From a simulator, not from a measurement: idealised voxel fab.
Herein follows the process module entitled voxel wiring stack.
Displayed cross-section: cut, width of 275 nm, square cells sized 5 nm.
We lay out every cross-section as a grid of square cells and spell it out in bands from the top down, where one band means one or more rows of cells.
First you get the band's top height and its bottom height, in nm, and then the materials it's made of, left to right, with each width in nm. If you see a single material with "full width", that one covers the band edge to edge. "air" is empty space.
Counting heights begins at 0, where everything beneath is, in the wafer as received, one material. The lowest band has no bottom; it goes on downwards, as "0 -> down" shows.
It should be noted that a width expressed as "30..40" varies in equal increments from row to row of cells within the band, taking the value of the first number at the top row and that of the second number at the bottom row.
Where the words "changes: none" appear for a step, the cross-section shows no cell changed by that step; every cell remained as before.
This entry, "Unvented cavities", enumerates those empty regions of no fewer than 8 cells that possess no open connection to the top. Each region is reported in the form width x height at distance, the distance being taken from the left edge, with all three quantities expressed in nm.
Heads up: the bit after the settings on a step's line is the simulator's remark on that step.
"overlay nm" on a masked step: distance the mask lay right of its planned place, negative for left.
Process steps foreseen in the plan:
1. RECEIVE,material Si
2. CONFORMAL_DEP,material SiO2,thk nm 10
3. DIRECTIONAL_DEP,material TiN,thk nm 5
4. DIRECTIONAL_DEP,material W,thk nm 15
5. DIRECTIONAL_DEP,material aC,thk nm 15
6. PATTERN,tone cover,mask id METAL_1,material resist,width nm 30,pitch nm 55,thk nm 30,overlay nm 0
7. DIRECTIONAL_ETCH,etch materials aC,depth nm 15
8. STRIP,etch materials resist
9. DIRECTIONAL_ETCH,etch materials W,depth nm 15
10. DIRECTIONAL_ETCH,etch materials TiN,depth nm 5
11. STRIP,etch materials aC
12. CONFORMAL_DEP,material SiCN,thk nm 5
13. FILL_DEP,material SiO2,thk nm 10
14. CMP,height nm 30
15. CONFORMAL_DEP,material SiCN,thk nm 5
16. DIRECTIONAL_DEP,material SiO2,thk nm 20
17. PATTERN,tone open,mask id PLUG_1,material resist,width nm 15,pitch nm 55,thk nm 20,overlay nm 0
18. DIRECTIONAL_ETCH,etch materials SiO2,depth nm 20
19. DIRECTIONAL_ETCH,etch materials SiCN,depth nm 5
20. STRIP,etch materials resist
21. EPI,material Ru,thk nm 10
22. EPI,material Ru,thk nm 10
23. EPI,material Ru,thk nm 5
24. DIRECTIONAL_DEP,material TiN,thk nm 5
25. DIRECTIONAL_DEP,material Ru,thk nm 25
26. DIRECTIONAL_DEP,material aC,thk nm 15
27. PATTERN,tone cover,mask id METAL_2,material resist,width nm 30,pitch nm 55,thk nm 35,overlay nm 0
28. DIRECTIONAL_ETCH,etch materials aC,depth nm 15
29. STRIP,etch materials resist
30. DIRECTIONAL_ETCH,etch materials Ru,depth nm 25
31. DIRECTIONAL_ETCH,etch materials TiN,depth nm 5
32. STRIP,etch materials aC
33. FILL_DEP,material lowk,thk nm 5
34. CMP,height nm 85
35. CONFORMAL_DEP,material SiCN,thk nm 5
36. DIRECTIONAL_DEP,material lowk,thk nm 20
37. PATTERN,tone open,mask id PLUG_2,material resist,width nm 15,pitch nm 110,thk nm 20,overlay nm 0
38. DIRECTIONAL_ETCH,etch materials lowk,depth nm 20
39. DIRECTIONAL_ETCH,etch materials SiCN,depth nm 5
40. STRIP,etch materials resist
41. CONFORMAL_DEP,material TiN,thk nm 5
42. FILL_DEP,material Ru,thk nm 10
43. CMP,height nm 110
44. DIRECTIONAL_DEP,material TiN,thk nm 5
45. DIRECTIONAL_DEP,material Ru,thk nm 15
46. PATTERN,tone cover,mask id METAL_3,material resist,width nm 30,pitch nm 55,thk nm 20,overlay nm 0
47. DIRECTIONAL_ETCH,etch materials Ru,depth nm 15
48. DIRECTIONAL_ETCH,etch materials TiN,depth nm 5
49. STRIP,etch materials resist
50. CONFORMAL_DEP,material SiN,thk nm 5
51. FILL_DEP,material lowk,thk nm 10
52. CMP,height nm 130
53. CONFORMAL_DEP,material SiCN,thk nm 5
54. DIRECTIONAL_DEP,material SiO2,thk nm 30
55. MASKED_ETCH,tone open,mask id METAL_4,width nm 30,pitch nm 55,etch materials SiO2,depth nm 20,overlay nm 0
56. MASKED_ETCH,tone open,mask id METAL_4_HOLES,width nm 15,pitch nm 55,etch materials SiO2,depth nm 10,overlay nm 0
57. MASKED_ETCH,tone open,mask id METAL_4_HOLES,width nm 15,pitch nm 55,etch materials SiCN,depth nm 5,overlay nm 0
58. CONFORMAL_DEP,material TiN,thk nm 5
59. FILL_DEP,material Cu,thk nm 5
60. CMP,height nm 165
61. CONFORMAL_DEP,material SiCN,thk nm 5
Cross-section of the wafer as it came to us, i.e., already through step 1:
0 -> down: Si full width
Unvented cavities: none
End-of-module cross-section of the first of two wafers, processed as planned:
170 -> 165: SiCN full width
165 -> 150: SiO2=65 / TiN=5 / Cu=20 / TiN=5 / SiO2=25 / TiN=5 / Cu=20 / TiN=5 / SiO2=25 / TiN=5 / Cu=20 / TiN=5 / SiO2=70
150 -> 145: SiO2=65 / TiN=5 / Cu=5 / TiN=20 / SiO2=25 / TiN=5 / Cu=5 / TiN=20 / SiO2=25 / TiN=5 / Cu=5 / TiN=20 / SiO2=70
145 -> 135: SiO2=65 / TiN=5 / Cu=5 / TiN=5 / SiO2=40 / TiN=5 / Cu=5 / TiN=5 / SiO2=40 / TiN=5 / Cu=5 / TiN=5 / SiO2=85
135 -> 130: SiCN=65 / TiN=15 / SiCN=40 / TiN=15 / SiCN=40 / TiN=15 / SiCN=85
130 -> 115: lowk=60 / SiN=5 / Ru=30 / SiN=5 / lowk=15 / SiN=5 / Ru=30 / SiN=5 / lowk=15 / SiN=5 / Ru=30 / SiN=5 / lowk=65
115 -> 110: SiN=65 / TiN=30 / SiN=25 / TiN=30 / SiN=25 / TiN=30 / SiN=70
110 -> 90: lowk=65 / TiN=5 / Ru=5 / TiN=5 / lowk=95 / TiN=5 / Ru=5 / TiN=5 / lowk=85
90 -> 85: SiCN=65 / TiN=15 / SiCN=95 / TiN=15 / SiCN=85
85 -> 60: lowk=65 / Ru=30 / lowk=25 / Ru=30 / lowk=25 / Ru=30 / lowk=70
60 -> 55: lowk=65 / TiN=30 / lowk=25 / TiN=30 / lowk=25 / TiN=30 / lowk=70
55 -> 35: SiO2=65 / Ru=15 / SiO2=40 / Ru=15 / SiO2=40 / Ru=15 / SiO2=85
35 -> 30: SiCN=65 / Ru=15 / SiCN=40 / Ru=15 / SiCN=40 / Ru=15 / SiCN=85
30 -> 15: SiO2=60 / SiCN=5 / W=30 / SiCN=5 / SiO2=15 / SiCN=5 / W=30 / SiCN=5 / SiO2=15 / SiCN=5 / W=30 / SiCN=5 / SiO2=65
15 -> 10: SiCN=65 / TiN=30 / SiCN=25 / TiN=30 / SiCN=25 / TiN=30 / SiCN=70
10 -> 0: SiO2 full width
0 -> down: Si full width
Unvented cavities: none
Here's the second of our two wafers sectioned at module end. Same start as the first, same plan, but one mistake got made running it:
170 -> 165: SiCN full width
165 -> 150: SiO2=65 / TiN=5 / Cu=20 / TiN=5 / SiO2=25 / TiN=5 / Cu=20 / TiN=5 / SiO2=25 / TiN=5 / Cu=20 / TiN=5 / SiO2=70
150 -> 145: SiO2=65 / TiN=5 / Cu=5 / TiN=20 / SiO2=25 / TiN=5 / Cu=5 / TiN=20 / SiO2=25 / TiN=5 / Cu=5 / TiN=20 / SiO2=70
145 -> 135: SiO2=65 / TiN=5 / Cu=5 / TiN=5 / SiO2=40 / TiN=5 / Cu=5 / TiN=5 / SiO2=40 / TiN=5 / Cu=5 / TiN=5 / SiO2=85
135 -> 130: SiCN=65 / TiN=15 / SiCN=40 / TiN=15 / SiCN=40 / TiN=15 / SiCN=85
130 -> 115: lowk=60 / SiN=5 / Ru=30 / SiN=5 / lowk=15 / SiN=5 / Ru=30 / SiN=5 / lowk=15 / SiN=5 / Ru=30 / SiN=5 / lowk=65
115 -> 110: SiN=65 / TiN=30 / SiN=25 / TiN=30 / SiN=25 / TiN=30 / SiN=70
110 -> 90: Ru=60 / TiN=5 / lowk=15 / TiN=5 / Ru=85 / TiN=5 / lowk=15 / TiN=5 / Ru=80
90 -> 85: TiN=65 / SiCN=15 / TiN=95 / SiCN=15 / TiN=85
85 -> 60: lowk=65 / Ru=30 / lowk=25 / Ru=30 / lowk=25 / Ru=30 / lowk=70
60 -> 55: lowk=65 / TiN=30 / lowk=25 / TiN=30 / lowk=25 / TiN=30 / lowk=70
55 -> 35: SiO2=65 / Ru=15 / SiO2=40 / Ru=15 / SiO2=40 / Ru=15 / SiO2=85
35 -> 30: SiCN=65 / Ru=15 / SiCN=40 / Ru=15 / SiCN=40 / Ru=15 / SiCN=85
30 -> 15: SiO2=60 / SiCN=5 / W=30 / SiCN=5 / SiO2=15 / SiCN=5 / W=30 / SiCN=5 / SiO2=15 / SiCN=5 / W=30 / SiCN=5 / SiO2=65
15 -> 10: SiCN=65 / TiN=30 / SiCN=25 / TiN=30 / SiCN=25 / TiN=30 / SiCN=70
10 -> 0: SiO2 full width
0 -> down: Si full width
Unvented cavities: none
Short version of what went wrong: step 37: run off-plan, actual operation and settings PATTERN,tone cover,mask id PLUG_2,material resist,width nm 15,pitch nm 110,thk nm 20,overlay nm 0
The closing comparison, in cells, has the second wafer with more or fewer of some materials than the first: 172 more of Ru; 43 fewer of SiCN; 43 more of TiN; 172 fewer of lowk
